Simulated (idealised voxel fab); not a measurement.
process module | voxel self aligned vias
cross-section cut | 280 nm wide | cells 5 nm
A cross-section is a grid of square cells, given in bands from the top down. A band is one or more rows of cells.
Each band's line starts with the height of the band's top and of its bottom, in nm. Then come its materials from left to right, each with its width in nm. One material with "throughout" fills the band from edge to edge. "air" is empty space.
Height 0 is the level under which the wafer as received is all one material. The lowest band goes on downwards, as in "0 down".
A width such as "30 to 40" changes by the same amount from each row of cells to the next, from the band's top row to its bottom row.
"no change" after a step means that no cell of the cross-section changed.
closed voids: empty space of 8 cells or more with no open way to the top, each as width x height at its distance from the left edge, in nm
after a step's settings: what the simulator itself notes on the step
overlay nm, on a step with a mask: how far to the right of its planned place the mask lay; to the left if negative
plan
1 op RECEIVE | material Si
2 op CONFORMAL_DEP | material SiO2 | thk nm 15
3 op CONFORMAL_DEP | material SiCN | thk nm 5
4 op DIRECTIONAL_DEP | material lowk | thk nm 30
5 op MASKED_ETCH | tone open | mask id LINES | width nm 25 | pitch nm 65 | etch materials lowk | depth nm 30 | overlay nm 0
6 op CONFORMAL_DEP | material TiN | thk nm 5
7 op FILL_DEP | material Ru | thk nm 5
8 op CMP | height nm 50
9 op SELECTIVE_ETCH | etch materials W Ru TiN | depth nm 10
10 op FILL_DEP | material SiN | thk nm 5
11 op CMP | height nm 50
12 op DIRECTIONAL_DEP | material lowk | thk nm 20
13 op PATTERN | tone open | mask id VIAS | material resist | width nm 45 | pitch nm 130 | thk nm 15 | overlay nm 0
14 op DIRECTIONAL_ETCH | etch materials lowk | depth nm 20
15 op DIRECTIONAL_ETCH | etch materials SiN | depth nm 10
16 op STRIP | etch materials resist
17 op CONFORMAL_DEP | material TiN | thk nm 5
18 op FILL_DEP | material Ru | thk nm 5
19 op CMP | height nm 70
20 op CONFORMAL_DEP | material SiN | thk nm 5
first wafer, as planned
as received, after step 1
  0 down: Si throughout
  closed voids: none
after step 2
  15 to 0: SiO2 throughout
  below 0: unchanged
after step 3
  20 to 15: SiCN throughout
  below 15: unchanged
after step 4
  50 to 20: lowk throughout
  below 20: unchanged
after step 5
  50 to 20: lowk 60 | air 25 | lowk 40 | air 25 | lowk 40 | air 25 | lowk 65
  below 20: unchanged
after step 6
  55 to 50: TiN 65 | air 15 | TiN 50 | air 15 | TiN 50 | air 15 | TiN 70
  50 to 25: lowk 60 | TiN 5 | air 15 | TiN 5 | lowk 40 | TiN 5 | air 15 | TiN 5 | lowk 40 | TiN 5 | air 15 | TiN 5 | lowk 65
  25 to 20: lowk 60 | TiN 25 | lowk 40 | TiN 25 | lowk 40 | TiN 25 | lowk 65
  below 20: unchanged
after step 7
  60 to 55: Ru throughout
  55 to 50: TiN 65 | Ru 15 | TiN 50 | Ru 15 | TiN 50 | Ru 15 | TiN 70
  50 to 25: lowk 60 | TiN 5 | Ru 15 | TiN 5 | lowk 40 | TiN 5 | Ru 15 | TiN 5 | lowk 40 | TiN 5 | Ru 15 | TiN 5 | lowk 65
  below 25: unchanged
after step 8
  50 to 25: lowk 60 | TiN 5 | Ru 15 | TiN 5 | lowk 40 | TiN 5 | Ru 15 | TiN 5 | lowk 40 | TiN 5 | Ru 15 | TiN 5 | lowk 65
  below 25: unchanged
after step 9
  50 to 40: lowk 60 | air 25 | lowk 40 | air 25 | lowk 40 | air 25 | lowk 65
  below 40: unchanged
after step 10
  55 to 50: SiN throughout
  50 to 40: lowk 60 | SiN 25 | lowk 40 | SiN 25 | lowk 40 | SiN 25 | lowk 65
  below 40: unchanged
after step 11
  50 to 40: lowk 60 | SiN 25 | lowk 40 | SiN 25 | lowk 40 | SiN 25 | lowk 65
  below 40: unchanged
after step 12
  70 to 50: lowk throughout
  below 50: unchanged
after step 13
  85 to 70: resist 50 | air 45 | resist 85 | air 45 | resist 55
  below 70: unchanged
after step 14
  85 to 70: resist 50 | air 45 | resist 85 | air 45 | resist 55
  70 to 50: lowk 50 | air 45 | lowk 85 | air 45 | lowk 55
  below 50: unchanged
after step 15
  85 to 70: resist 50 | air 45 | resist 85 | air 45 | resist 55
  70 to 50: lowk 50 | air 45 | lowk 85 | air 45 | lowk 55
  50 to 40: lowk 60 | air 25 | lowk 40 | SiN 25 | lowk 40 | air 25 | lowk 65
  below 40: unchanged
after step 16
  70 to 50: lowk 50 | air 45 | lowk 85 | air 45 | lowk 55
  below 50: unchanged
after step 17
  75 to 70: TiN 55 | air 35 | TiN 95 | air 35 | TiN 60
  70 to 55: lowk 50 | TiN 5 | air 35 | TiN 5 | lowk 85 | TiN 5 | air 35 | TiN 5 | lowk 55
  55 to 50: lowk 50 | TiN 15 | air 15 | TiN 15 | lowk 85 | TiN 15 | air 15 | TiN 15 | lowk 55
  50 to 45: lowk 60 | TiN 5 | air 15 | TiN 5 | lowk 40 | SiN 25 | lowk 40 | TiN 5 | air 15 | TiN 5 | lowk 65
  45 to 40: lowk 60 | TiN 25 | lowk 40 | SiN 25 | lowk 40 | TiN 25 | lowk 65
  below 40: unchanged
after step 18
  80 to 75: Ru throughout
  75 to 70: TiN 55 | Ru 35 | TiN 95 | Ru 35 | TiN 60
  70 to 55: lowk 50 | TiN 5 | Ru 35 | TiN 5 | lowk 85 | TiN 5 | Ru 35 | TiN 5 | lowk 55
  55 to 50: lowk 50 | TiN 15 | Ru 15 | TiN 15 | lowk 85 | TiN 15 | Ru 15 | TiN 15 | lowk 55
  50 to 45: lowk 60 | TiN 5 | Ru 15 | TiN 5 | lowk 40 | SiN 25 | lowk 40 | TiN 5 | Ru 15 | TiN 5 | lowk 65
  below 45: unchanged
after step 19
  70 to 55: lowk 50 | TiN 5 | Ru 35 | TiN 5 | lowk 85 | TiN 5 | Ru 35 | TiN 5 | lowk 55
  below 55: unchanged
after step 20
  75 to 70: SiN throughout
  below 70: unchanged
second wafer: like start, like plan, one mistake. Through step 18 it matches the first wafer
when step 19 should have ended
  75 to 70: TiN 55 | Ru 35 | TiN 95 | Ru 35 | TiN 60
  below 70: unchanged
when step 20 should have ended
  80 to 75: SiN throughout
  below 75: unchanged
what went wrong: step 19 ran as: op CMP | height nm 75
at the end the second wafer has, in cells: 14 more of Ru | 42 more of TiN
